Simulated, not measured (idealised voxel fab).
You're looking at the process module voxel released beams.
Xsec cut, 245 nm wide, square cell size 5 nm.
Square cells in a grid make up a cross-section in this document, and the grid is given as bands, listed from the top down, each one or more rows of cells. Per band: top height and bottom height in nm, followed by the left-to-right materials and their widths in nm; "throughout" marks a single material spanning edge to edge, "empty" marks empty space. Counting heights begins at 0, where everything beneath is, in the wafer as received, one material. The lowest band has no bottom; it goes on downwards, as "top 0, no bottom" shows. When a width is written as two numbers, as in "30->40", the first number is the width in the top row of cells of the band and the second is the width in its bottom row, and the width changes by the same amount from each row to the next. "no alterations made" means the step left every cell of the cross-section as it was. Heads up: "Entrapped voids" only lists the empty pockets with no open path to the top that are 8 cells or more, and it writes them as width x height at distance, distance from the left edge, in nm. On each step's line, the part that comes after the settings is the simulator's own comment on the step. overlay nm: mask offset rightward from planned place, masked step; negative means leftward offset.

**Process steps foreseen in the plan**
step 1: RECEIVE (material Si)
step 2: CONFORMAL_DEP (material SiN; thk nm 5)
step 3: DIRECTIONAL_DEP (material SiO2; thk nm 20)
step 4: MASKED_ETCH (tone open; mask id ANCHOR; width nm 25; etch materials SiO2; depth nm 20; overlay nm 0)
step 5: CONFORMAL_DEP (material TiN; thk nm 10)
step 6: DIRECTIONAL_DEP (material aC; thk nm 15)
step 7: PATTERN (tone cover; mask id BEAM; material resist; width nm 100; thk nm 30; overlay nm 0)
step 8: DIRECTIONAL_ETCH (etch materials aC; depth nm 15)
step 9: STRIP (etch materials resist)
step 10: DIRECTIONAL_ETCH (etch materials TiN; depth nm 10)
step 11: STRIP (etch materials aC)
step 12: STRIP (etch materials SiO2)

**First of two wafers, with the run carried out as planned**

**Incoming wafer in cross-section (state: after step 1)**
	top 0, no bottom: Si throughout
	Entrapped voids: none

**Cross-section of the wafer after step 2**
	top 5, bottom 0: SiN throughout
	Rest of section, below 0: as before.

**Cross-section of the wafer after step 3**
	top 25, bottom 5: SiO2 throughout
	Rest of section, below 5: as before.

**Cross-section of the wafer after step 4**
	top 25, bottom 5: SiO2=75, empty=25, SiO2=145
	Rest of section, below 5: as before.

**Cross-section of the wafer after step 5**
	top 35, bottom 25: TiN=85, empty=5, TiN=155
	top 25, bottom 15: SiO2=75, TiN=10, empty=5, TiN=10, SiO2=145
	top 15, bottom 5: SiO2=75, TiN=25, SiO2=145
	Rest of section, below 5: as before.

**Cross-section of the wafer after step 6**
	top 50, bottom 35: aC=85, empty=5, aC=155
	top 35, bottom 30: TiN=85, empty=5, TiN=155
	top 30, bottom 25: TiN=85, aC=5, TiN=155
	top 25, bottom 15: SiO2=75, TiN=10, aC=5, TiN=10, SiO2=145
	Rest of section, below 15: as before.

**Cross-section of the wafer after step 7**
	top 80, bottom 50: empty=70, resist=100, empty=75
	top 50, bottom 35: aC=85, resist=5, aC=155
	top 35, bottom 30: TiN=85, resist=5, TiN=155
	Rest of section, below 30: as before.

**Cross-section of the wafer after step 8**
	top 65, bottom 50: empty=70, resist=100, empty=75
	top 50, bottom 35: empty=70, aC=15, resist=5, aC=80, empty=75
	Rest of section, below 35: as before.

**Cross-section of the wafer after step 9**
	top 50, bottom 35: empty=70, aC=15, empty=5, aC=80, empty=75
	top 35, bottom 30: TiN=85, empty=5, TiN=155
	Rest of section, below 30: as before.

**Cross-section of the wafer after step 10**
	top 50, bottom 35: empty=70, aC=15, empty=5, aC=80, empty=75
	top 35, bottom 30: empty=70, TiN=15, empty=5, TiN=80, empty=75
	top 30, bottom 25: empty=70, TiN=15, aC=5, TiN=80, empty=75
	Rest of section, below 25: as before.

**Cross-section of the wafer after step 11**
	top 35, bottom 25: empty=70, TiN=15, empty=5, TiN=80, empty=75
	top 25, bottom 15: SiO2=75, TiN=10, empty=5, TiN=10, SiO2=145
	Rest of section, below 15: as before.

**Cross-section of the wafer after step 12**
	top 35, bottom 25: empty=70, TiN=15, empty=5, TiN=80, empty=75
	top 25, bottom 15: empty=75, TiN=10, empty=5, TiN=10, empty=145
	top 15, bottom 5: empty=75, TiN=25, empty=145
	Rest of section, below 5: as before.

**Wafer two. Same start, same plan, one slip in execution. Same as wafer one through step 3, inclusive**

**The second wafer in cross-section, at the planned close of step 4**
	top 25, bottom 5: SiO2=75, empty=25, SiO2=145
	Rest of section, below 5: as before.

**The second wafer in cross-section, at the planned close of step 5**
	top 35, bottom 25: TiN=85, empty=5, TiN=155
	top 25, bottom 15: SiO2=75, TiN=10, empty=5, TiN=10, SiO2=145
	top 15, bottom 5: SiO2=75, TiN=25, SiO2=145
	Rest of section, below 5: as before.

**The second wafer in cross-section, at the planned close of step 6**
	top 50, bottom 35: aC=85, empty=5, aC=155
	top 35, bottom 30: TiN=85, empty=5, TiN=155
	top 30, bottom 25: TiN=85, aC=5, TiN=155
	top 25, bottom 15: SiO2=75, TiN=10, aC=5, TiN=10, SiO2=145
	Rest of section, below 15: as before.

**The second wafer in cross-section, at the planned close of step 7**
	top 80, bottom 50: empty=70, resist=100, empty=75
	top 50, bottom 35: aC=85, resist=5, aC=155
	top 35, bottom 30: TiN=85, resist=5, TiN=155
	Rest of section, below 30: as before.

**The second wafer in cross-section, at the planned close of step 8**
	top 65, bottom 50: empty=70, resist=100, empty=75
	top 50, bottom 35: empty=70, aC=15, resist=5, aC=80, empty=75
	Rest of section, below 35: as before.

**The second wafer in cross-section, at the planned close of step 9**
	top 50, bottom 35: empty=70, aC=15, empty=5, aC=80, empty=75
	top 35, bottom 30: TiN=85, empty=5, TiN=155
	Rest of section, below 30: as before.

**The second wafer in cross-section, at the planned close of step 10**
	top 50, bottom 35: empty=70, aC=15, empty=5, aC=80, empty=75
	top 35, bottom 30: empty=70, TiN=15, empty=5, TiN=80, empty=75
	top 30, bottom 25: empty=70, TiN=15, aC=5, TiN=80, empty=75
	Rest of section, below 25: as before.

**The second wafer in cross-section, at the planned close of step 11**
	top 35, bottom 25: empty=70, TiN=15, empty=5, TiN=80, empty=75
	top 25, bottom 15: SiO2=75, TiN=10, empty=5, TiN=10, SiO2=145
	Rest of section, below 15: as before.

**The second wafer in cross-section, at the planned close of step 12**
	top 35, bottom 25: empty=70, TiN=15, empty=5, TiN=80, empty=75
	top 25, bottom 15: empty=75, TiN=10, empty=5, TiN=10, empty=145
	top 15, bottom 5: empty=75, TiN=25, empty=145
	Rest of section, below 5: as before.
Finding, execution versus plan: step 4 of the plan was carried out twice
The two wafers wind up with the same cross-section at the end, so whatever this model computes is the same despite the mistake.
